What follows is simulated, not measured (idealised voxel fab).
Herein follows the process module entitled voxel gate over fins.
For reference, the cross-section in this document is cut, with width 255 nm and square cells of 5 nm.
A cross-section is written here as square cells arranged in a grid, and it is given in bands from the top down, each band taking up one or more rows of cells.
Band: top and bottom heights (nm) first, top before bottom; then materials from left to right, widths in nm. "everywhere" marks a sole material filling the band edge to edge. "air" denotes empty space.
Heights are measured from 0, the level below which the as-received wafer is all one material; the lowest band has no bottom and continues downward, written as in "top 0, no bottom".
Width spec "30..40" -> top row of cells at first value, bottom row at second value, equal per-row change in between.
You'll sometimes find "left unchanged" written for a step, and that's the way of saying that nowhere in the cross-section did a cell change during that step.
What "Enclosed cavity list" gives you is every empty space of 8 cells or more that is cut off from the top. Each appears as width x height at distance, with the distance taken from the left edge and width, height and distance all in nm.
The remark found on a step's line after its settings is issued by the simulator itself and pertains to that step.
For masked steps, "overlay nm" on the step line gives how far right of plan the mask actually lay; a minus sign means it lay to the left.

Process steps foreseen in the plan
step 1: RECEIVE with material Si
step 2: CONFORMAL_DEP with material SiN, thk nm 5
step 3: DIRECTIONAL_DEP with material aC, thk nm 10
step 4: PATTERN with tone cover, mask id FINS, material resist, width nm 15, pitch nm 50, thk nm 25, overlay nm 0
step 5: DIRECTIONAL_ETCH with etch materials aC, depth nm 10
step 6: STRIP with etch materials resist
step 7: DIRECTIONAL_ETCH with etch materials SiN, depth nm 5
step 8: DIRECTIONAL_ETCH with etch materials Si, depth nm 30
step 9: STRIP with etch materials aC
step 10: FILL_DEP with material SiO2, thk nm 15
step 11: CMP with height nm 5
step 12: MASKED_ETCH with tone open, mask id RAIL, width nm 15, etch materials SiO2, depth nm 30, overlay nm 0
step 13: CONFORMAL_DEP with material TiN, thk nm 5
step 14: FILL_DEP with material W, thk nm 10
step 15: CMP with height nm 5
step 16: SELECTIVE_ETCH with etch materials W Ru TiN, depth nm 25
step 17: FILL_DEP with material SiO2, thk nm 5
step 18: CMP with height nm 5
step 19: SELECTIVE_ETCH with etch materials SiO2, depth nm 15
step 20: STRIP with etch materials SiN
step 21: CONFORMAL_DEP with material HfO2, thk nm 5
step 22: CONFORMAL_DEP with material TiN, thk nm 5
step 23: CONFORMAL_DEP with material TiAl, thk nm 5
step 24: CONFORMAL_DEP with material TiN, thk nm 5
step 25: FILL_DEP with material W, thk nm 15
step 26: CMP with height nm 30
step 27: CONFORMAL_DEP with material SiN, thk nm 5
varied across the wafers: width nm of step 12. The plan shows the first wafer's value. All wafers start alike

Cross-section of the first incoming wafer of several, state after step 1
	top 0, no bottom = Si everywhere
	Enclosed cavity list: none

Wafer rows, end of module: cells per material gained (+) or lost (-) since receipt; closed voids last
width nm 15, +63 HfO2, -252 Si, +51 SiN, +165 SiO2, +63 TiAl, +125 TiN, +142 W, Enclosed cavity list: none
width nm 20, +63 HfO2, -252 Si, +51 SiN, +164 SiO2, +63 TiAl, +126 TiN, +142 W, Enclosed cavity list: none
width nm 25, +63 HfO2, -252 Si, +51 SiN, +163 SiO2, +63 TiAl, +127 TiN, +142 W, Enclosed cavity list: none
width nm 30, +63 HfO2, -252 Si, +51 SiN, +162 SiO2, +63 TiAl, +128 TiN, +142 W, Enclosed cavity list: none
